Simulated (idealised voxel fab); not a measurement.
process module | voxel transistor to metal
cross-section cut | 190 nm wide | cells 5 nm
A cross-section is a grid of square cells, given in bands from the top down. A band is one or more rows of cells.
Each band's line starts with the height of the band's top and of its bottom, in nm. Then come its materials from left to right, each with its width in nm. One material with "throughout" fills the band from edge to edge. "air" is empty space.
Height 0 is the level under which the wafer as received is all one material. The lowest band goes on downwards, as in "0 down".
A width such as "30 to 40" changes by the same amount from each row of cells to the next, from the band's top row to its bottom row.
"no change" after a step means that no cell of the cross-section changed.
closed voids: empty space of 8 cells or more with no open way to the top, each as width x height at its distance from the left edge, in nm
after a step's settings: what the simulator itself notes on the step
overlay nm, on a step with a mask: how far to the right of its planned place the mask lay; to the left if negative
plan
1 op RECEIVE | material Si
2 op OXIDIZE | depth nm 5
3 op CONFORMAL_DEP | material SiN | thk nm 15
4 op PATTERN | tone cover | mask id ACTIVE | material resist | width nm 105 | thk nm 20 | overlay nm 0
5 op DIRECTIONAL_ETCH | etch materials SiN | depth nm 15
6 op DIRECTIONAL_ETCH | etch materials SiO2 | depth nm 5
7 op DIRECTIONAL_ETCH | etch materials Si | depth nm 30
8 op STRIP | etch materials resist
9 op FILL_DEP | material SiO2 | thk nm 10
10 op CMP | height nm 15
11 op SELECTIVE_ETCH | etch materials SiO2 | depth nm 5
12 op STRIP | etch materials SiN
13 op SELECTIVE_ETCH | etch materials SiO2 | depth nm 5
14 op OXIDIZE | depth nm 5
15 op DIRECTIONAL_DEP | material polySi | thk nm 30
16 op DIRECTIONAL_DEP | material SiCN | thk nm 15
17 op DIRECTIONAL_DEP | material aC | thk nm 10
18 op PATTERN | tone cover | mask id GATE | material resist | width nm 35 | thk nm 25 | overlay nm 0
19 op DIRECTIONAL_ETCH | etch materials aC | depth nm 10
20 op STRIP | etch materials resist
21 op DIRECTIONAL_ETCH | etch materials SiCN | depth nm 25
22 op DIRECTIONAL_ETCH | etch materials polySi | depth nm 40
23 op STRIP | etch materials aC
24 op CONFORMAL_DEP | material SiO2 | thk nm 5
25 op DIRECTIONAL_ETCH | etch materials SiO2 | depth nm 5
26 op CONFORMAL_DEP | material SiN | thk nm 10
27 op DIRECTIONAL_ETCH | etch materials SiN | depth nm 10
28 op DIRECTIONAL_ETCH | etch materials SiO2 | depth nm 5
29 op DIRECTIONAL_ETCH | etch materials Si | depth nm 10
30 op EPI | material pSi | thk nm 15
31 op FILL_DEP | material SiO2 | thk nm 10
32 op CMP | height nm 25
33 op STRIP | etch materials polySi
34 op SELECTIVE_ETCH | etch materials SiO2 | depth nm 5
35 op CONFORMAL_DEP | material HfO2 | thk nm 5
36 op CONFORMAL_DEP | material TiN | thk nm 5
37 op FILL_DEP | material W | thk nm 10
38 op CMP | height nm 20
39 op DIRECTIONAL_DEP | material SiO2 | thk nm 10
40 op MASKED_ETCH | tone open | mask id CONTACT | width nm 15 | pitch nm 80 | etch materials SiO2 | depth nm 25 | overlay nm 0
41 op CONFORMAL_DEP | material TiN | thk nm 5
42 op FILL_DEP | material Ru | thk nm 5
43 op CMP | height nm 30
44 op DIRECTIONAL_DEP | material TiN | thk nm 5
45 op DIRECTIONAL_DEP | material W | thk nm 15
46 op DIRECTIONAL_DEP | material aC | thk nm 10
47 op PATTERN | tone cover | mask id METAL_1 | material resist | width nm 15 | pitch nm 80 | thk nm 25 | overlay nm 0
48 op DIRECTIONAL_ETCH | etch materials aC | depth nm 10
49 op STRIP | etch materials resist
50 op DIRECTIONAL_ETCH | etch materials W | depth nm 15
51 op DIRECTIONAL_ETCH | etch materials TiN | depth nm 5
52 op STRIP | etch materials aC
53 op FILL_DEP | material lowk | thk nm 5
54 op CMP | height nm 50
55 op CONFORMAL_DEP | material SiCN | thk nm 5
as received, after step 1
  0 down: Si throughout
  closed voids: none
a wafer at the end: this start, this plan, one mistake
  55 to 50: SiCN throughout
  50 to 35: lowk 45 | W 15 | lowk 65 | W 15 | lowk 50
  35 to 30: lowk 45 | TiN 15 | lowk 65 | TiN 15 | lowk 50
  30 to 25: SiO2 45 | TiN 5 | Ru 5 | TiN 5 | SiO2 65 | TiN 5 | Ru 5 | TiN 5 | SiO2 50
  25 to 20: SiO2 45 | TiN 15 | SiO2 65 | TiN 15 | SiO2 50
  20 to 15: HfO2 60 | SiN 10 | HfO2 5 | TiN 5 | W 25 | TiN 5 | HfO2 5 | SiN 10 | HfO2 65
  15 to 5: SiO2 60 | SiN 10 | HfO2 5 | TiN 5 | W 25 | TiN 5 | HfO2 5 | SiN 10 | SiO2 65
  5 to 0: SiO2 40 | SiN 10 | pSi 10 | SiN 10 | HfO2 5 | TiN 5 | W 25 | TiN 5 | HfO2 5 | SiN 10 | pSi 10 | SiN 10 | SiO2 45
  0 to -5: SiO2 40 | SiN 10 | pSi 10 | SiN 10 | HfO2 5 | TiN 35 | HfO2 5 | SiN 10 | pSi 10 | SiN 10 | SiO2 45
  -5 to -10: SiO2 50 | pSi 10 | SiO2 10 | HfO2 45 | SiO2 10 | pSi 10 | SiO2 55
  -10 to -20: SiO2 40 | Si 10 | pSi 10 | Si 65 | pSi 10 | Si 10 | SiO2 45
  -20 to -35: SiO2 40 | Si 105 | SiO2 45
  -35 down: Si throughout
  closed voids: none
what went wrong: step 32 ran as: op CMP | height nm 20
